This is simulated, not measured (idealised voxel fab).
Proc. module: voxel ribs on slabs
This is section cut - it's 180 nm across, gridded in 5 nm square cells.
Heads up, the way a cross-section reads in here is a grid of square cells, handed over as bands from the top down, with every band being one or more rows of cells. Look at the band entry: it leads with the top's height and the bottom's height in nm. Then it lists the materials left to right, with a width in nm for each. The word "all across" on a single material says that material fills the band edge to edge. The word "empty" is empty space. Below 0: as-received wafer, all one material; heights counted from there. Lowest band: no bottom, goes on down, written "0..down". When a width is written as two numbers, as in "30..40", the first number is the width in the top row of cells of the band and the second is the width in its bottom row, and the width changes by the same amount from each row to the next. Step note "nothing altered" = no cross-section cell changed. Listed in "Unvented voids": every empty space of 8 or more cells without an open way to the top. Form: width x height at distance, the distance being from the left edge, all in nm. The remark found on a step's line after its settings is issued by the simulator itself and pertains to that step. The line of a step may include "overlay nm". On a step with a mask, this value is how far to the right of its planned place the mask lay. A negative value means the mask lay to the left.
List of planned process steps:
- 1: RECEIVE [material Si]
- 2: DIRECTIONAL_DEP [material SiO2] [thk nm 30]
- 3: DIRECTIONAL_DEP [material SiN] [thk nm 25]
- 4: DIRECTIONAL_DEP [material aC] [thk nm 15]
- 5: PATTERN [tone cover] [mask id RIB] [material resist] [width nm 25] [thk nm 35] [overlay nm 0]
- 6: DIRECTIONAL_ETCH [etch materials aC] [depth nm 15]
- 7: STRIP [etch materials resist]
- 8: DIRECTIONAL_ETCH [etch materials SiN] [depth nm 5]
- 9: STRIP [etch materials aC]
- 10: PATTERN [tone cover] [mask id SLAB] [material resist] [width nm 65] [thk nm 15] [overlay nm 0]
- 11: DIRECTIONAL_ETCH [etch materials SiN] [depth nm 20]
- 12: STRIP [etch materials resist]
- 13: FILL_DEP [material SiO2] [thk nm 25]
- 14: CMP [height nm 75]
- 15: DIRECTIONAL_DEP [material TiN] [thk nm 10]
- 16: MASKED_ETCH [tone cover] [mask id HEATER] [width nm 35] [etch materials TiN] [depth nm 10] [overlay nm 0]
- 17: CONFORMAL_DEP [material SiN] [thk nm 10]
Wafer cross-section on receipt, i.e. after step 1:
0..down = Si all across
Unvented voids: none
The cross-section shown corresponds to the wafer at the conclusion of the module. The initial structure and the process plan are those presented above; however, one mistake occurred in executing the plan:
95..85 = 60 of empty | 55 of SiN | 65 of empty
85..75 = 70 of SiN | 35 of TiN | 75 of SiN
75..55 = SiO2 all across
55..30 = TiN all across
30..0 = SiO2 all across
0..down = Si all across
Unvented voids: none
What was the processing mistake? step 3 deviated from plan and actually ran as DIRECTIONAL_DEP [material TiN] [thk nm 25]
